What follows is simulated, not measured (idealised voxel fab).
The document below concerns the process module designated voxel self aligned contacts.
Cross-section cut spans 150 nm and uses square cells 5 nm in size.
Throughout this document, each cross-section is represented as a grid of square cells and is presented as a sequence of bands enumerated from the top downward, where a band comprises one or more rows of cells.
Top height, bottom height, nm. Materials left to right, width each, nm. Single material + "everywhere" = fills band edge to edge. "empty" = empty.
We count height from 0. Below that, the starting wafer is all one material. The lowest band never ends at the bottom but goes on down; see "0 and below" for how that is written.
So if you see something like "30..40" for the width, read it as the top row of the band sitting at the first number and the bottom row at the second, with every row in between moving by the same amount as the last.
A step reported as "no alteration" is a step in which no cell of the cross-section changed.
"Unvented cavities" contains a list of empty spaces, each no smaller than 8 cells and without an open way to the top, written in the form width x height at distance with the distance from the left edge and all three in nm.
What comes after the settings on a step's line is commentary from the simulator itself on that step.
For masked steps, "overlay nm" on the step line gives how far right of plan the mask actually lay; a minus sign means it lay to the left.

[Process steps - plan]
| 1 | RECEIVE: material Si |
| 2 | OXIDIZE: depth nm 5 |
| 3 | DIRECTIONAL_DEP: material polySi, thk nm 20 |
| 4 | DIRECTIONAL_DEP: material SiN, thk nm 20 |
| 5 | MASKED_ETCH: tone cover, mask id GATE, width nm 35, pitch nm 65, etch materials SiN, depth nm 20, overlay nm 0 |
| 6 | MASKED_ETCH: tone cover, mask id GATE, width nm 35, pitch nm 65, etch materials polySi, depth nm 20, overlay nm 0 |
| 7 | CONFORMAL_DEP: material SiN, thk nm 5 |
| 8 | DIRECTIONAL_ETCH: etch materials SiN, depth nm 5 |
| 9 | FILL_DEP: material SiO2, thk nm 20 |
| 10 | CMP: height nm 50 |
| 11 | MASKED_ETCH: tone open, mask id CONTACT, width nm 40, etch materials SiO2, depth nm 55, overlay nm 0 |
| 12 | CONFORMAL_DEP: material TiN, thk nm 5 |
| 13 | FILL_DEP: material Ru, thk nm 5 |
| 14 | CMP: height nm 50 |
| 15 | CONFORMAL_DEP: material SiN, thk nm 5 |

[Wafer at receipt (post step 1), cross-section]
> 0 and below  Si everywhere
> Unvented cavities: none

[Cross-section, first of two wafers, end of module, run as planned]
> 55 down to 50  SiN everywhere
> 50 down to 40  55 nm SiO2, then 5..15 nm TiN, then 30..10 nm Ru, then 5..15 nm TiN, then 55 nm SiO2
> 40 down to 20  20 nm SiO2, then 45 nm SiN, then 5 nm TiN, then 10 nm Ru, then 5 nm TiN, then 45 nm SiN, then 20 nm SiO2
> 20 down to 0  20 nm SiO2, then 5 nm SiN, then 35 nm polySi, then 5 nm SiN, then 5 nm TiN, then 10 nm Ru, then 5 nm TiN, then 5 nm SiN, then 35 nm polySi, then 5 nm SiN, then 20 nm SiO2
> 0 down to -5  65 nm SiO2, then 20 nm TiN, then 65 nm SiO2
> -5 and below  Si everywhere
> Unvented cavities: none

[Wafer two, sectioned after the module: the first wafer's start, the first wafer's plan, and one mistake in how it was run]
> 55 down to 50  SiN everywhere
> 50 down to 40  55 nm SiO2, then 5..15 nm TiN, then 30..10 nm Ru, then 5..15 nm TiN, then 55 nm SiO2
> 40 down to 20  20 nm SiO2, then 45 nm SiN, then 5 nm TiN, then 10 nm Ru, then 5 nm TiN, then 45 nm SiN, then 20 nm SiO2
> 20 down to 10  20 nm SiO2, then 5 nm SiN, then 35 nm polySi, then 5 nm SiN, then 5 nm TiN, then 10 nm Ru, then 5 nm TiN, then 5 nm SiN, then 35 nm polySi, then 5 nm SiN, then 20 nm SiO2
> 10 down to 5  20 nm SiO2, then 5 nm SiN, then 35 nm polySi, then 5 nm SiN, then 20 nm TiN, then 5 nm SiN, then 35 nm polySi, then 5 nm SiN, then 20 nm SiO2
> 5 down to 0  25 nm SiN, then 35 nm polySi, then 30 nm SiN, then 35 nm polySi, then 25 nm SiN
> 0 down to -5  SiO2 everywhere
> -5 and below  Si everywhere
> Unvented cavities: none
What broke from the plan during processing? steps 7 and 8 of the plan were each performed in the slot designated for the other
Final cells, second wafer relative to first, materials higher or lower: -4 Ru; +12 SiN; -4 SiO2; -4 TiN
